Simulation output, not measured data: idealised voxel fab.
Module name: voxel gate over fins (process module)
205 nm wide, 5 nm square cells: that's cross-section cut.
Notation: cross-section as square-cell grid; stated in bands, top first, going down; one or more cell rows per band. Per band: top height and bottom height in nm, followed by the left-to-right materials and their widths in nm; "everywhere" marks a single material spanning edge to edge, "air" marks empty space. Counting heights begins at 0, where everything beneath is, in the wafer as received, one material. The lowest band has no bottom; it goes on downwards, as "from 0 down" shows. A width such as "30 to 40" changes by the same amount from each row of cells to the next, from the band's top row to its bottom row. It should be understood that the words "stayed the same", when stated for a given step, signify that the cross-section underwent no change in any of its cells during that step. Closed empty spaces (no open way to the top) of 8 cells or more are what "Closed cavities" lists, each as width x height at distance from the left edge, nm for all three. Note: text after step settings on the step line = simulator remark on that step. overlay nm: on a step with a mask, how far right of its planned place the mask lay; negative means left.
List of planned process steps:
| 1 | RECEIVE | material Si |
| 2 | CONFORMAL_DEP | material SiN | thk nm 10 |
| 3 | PATTERN | tone cover | mask id FINS | material resist | width nm 15 | pitch nm 35 | thk nm 15 | overlay nm 0 |
| 4 | DIRECTIONAL_ETCH | etch materials SiN | depth nm 10 |
| 5 | DIRECTIONAL_ETCH | etch materials Si | depth nm 35 |
| 6 | STRIP | etch materials resist |
| 7 | FILL_DEP | material SiO2 | thk nm 10 |
| 8 | CMP | height nm 10 |
| 9 | SELECTIVE_ETCH | etch materials SiO2 | depth nm 20 |
| 10 | STRIP | etch materials SiN |
| 11 | CONFORMAL_DEP | material HfO2 | thk nm 5 |
| 12 | CONFORMAL_DEP | material TiN | thk nm 5 |
| 13 | FILL_DEP | material W | thk nm 15 |
| 14 | CMP | height nm 20 |
| 15 | CONFORMAL_DEP | material SiCN | thk nm 10 |
Wafer cross-section on receipt, i.e. after step 1:
from 0 down  Si everywhere
Closed cavities: none
Cross-section taken at module completion on the first of two wafers; processed per the plan:
from 30 to 20  SiCN everywhere
from 20 to 10  W everywhere
from 10 to 5  W 30 nm; TiN 140 nm; W 35 nm
from 5 to 0  W 30 nm; TiN 5 nm; HfO2 25 nm; TiN 10 nm; HfO2 25 nm; TiN 10 nm; HfO2 25 nm; TiN 10 nm; HfO2 25 nm; TiN 5 nm; W 35 nm
from 0 to -5  TiN 35 nm; HfO2 5 nm; Si 15 nm; HfO2 5 nm; TiN 10 nm; HfO2 5 nm; Si 15 nm; HfO2 5 nm; TiN 10 nm; HfO2 5 nm; Si 15 nm; HfO2 5 nm; TiN 10 nm; HfO2 5 nm; Si 15 nm; HfO2 5 nm; TiN 40 nm
from -5 to -10  HfO2 40 nm; Si 15 nm; HfO2 20 nm; Si 15 nm; HfO2 20 nm; Si 15 nm; HfO2 20 nm; Si 15 nm; HfO2 45 nm
from -10 to -35  SiO2 40 nm; Si 15 nm; SiO2 20 nm; Si 15 nm; SiO2 20 nm; Si 15 nm; SiO2 20 nm; Si 15 nm; SiO2 45 nm
from -35 down  Si everywhere
Closed cavities: none
So this is wafer number two of the two, cut at the end of the module - it started where the first did and had the same plan, we just got one thing wrong running it:
from 30 to 20  SiCN everywhere
from 20 to 10  W everywhere
from 10 to 5  W 30 nm; TiN 140 nm; W 35 nm
from 5 to 0  W 30 nm; TiN 5 nm; HfO2 25 nm; TiN 10 nm; HfO2 25 nm; TiN 10 nm; HfO2 25 nm; TiN 10 nm; HfO2 25 nm; TiN 5 nm; W 35 nm
from 0 to -5  TiN 35 nm; HfO2 5 nm; Si 15 nm; HfO2 5 nm; TiN 10 nm; HfO2 5 nm; Si 15 nm; HfO2 5 nm; TiN 10 nm; HfO2 5 nm; Si 15 nm; HfO2 5 nm; TiN 10 nm; HfO2 5 nm; Si 15 nm; HfO2 5 nm; TiN 40 nm
from -5 to -10  HfO2 25 nm; TiN 10 nm; HfO2 5 nm; Si 15 nm; HfO2 5 nm; TiN 10 nm; HfO2 5 nm; Si 15 nm; HfO2 5 nm; TiN 10 nm; HfO2 5 nm; Si 15 nm; HfO2 5 nm; TiN 10 nm; HfO2 5 nm; Si 15 nm; HfO2 5 nm; TiN 10 nm; HfO2 30 nm
from -10 to -15  SiO2 20 nm; HfO2 5 nm; TiN 10 nm; HfO2 5 nm; Si 15 nm; HfO2 5 nm; TiN 10 nm; HfO2 5 nm; Si 15 nm; HfO2 5 nm; TiN 10 nm; HfO2 5 nm; Si 15 nm; HfO2 5 nm; TiN 10 nm; HfO2 5 nm; Si 15 nm; HfO2 5 nm; TiN 10 nm; HfO2 5 nm; SiO2 25 nm
from -15 to -20  SiO2 20 nm; HfO2 20 nm; Si 15 nm; HfO2 20 nm; Si 15 nm; HfO2 20 nm; Si 15 nm; HfO2 20 nm; Si 15 nm; HfO2 20 nm; SiO2 25 nm
from -20 to -35  SiO2 40 nm; Si 15 nm; SiO2 20 nm; Si 15 nm; SiO2 20 nm; Si 15 nm; SiO2 20 nm; Si 15 nm; SiO2 45 nm
from -35 down  Si everywhere
Closed cavities: none
Short version of what went wrong: swap of plan steps 9 and 10 during execution
The closing comparison, in cells, has the second wafer with more or fewer of some materials than the first: HfO2: 20 more; SiO2: 40 fewer; TiN: 20 more
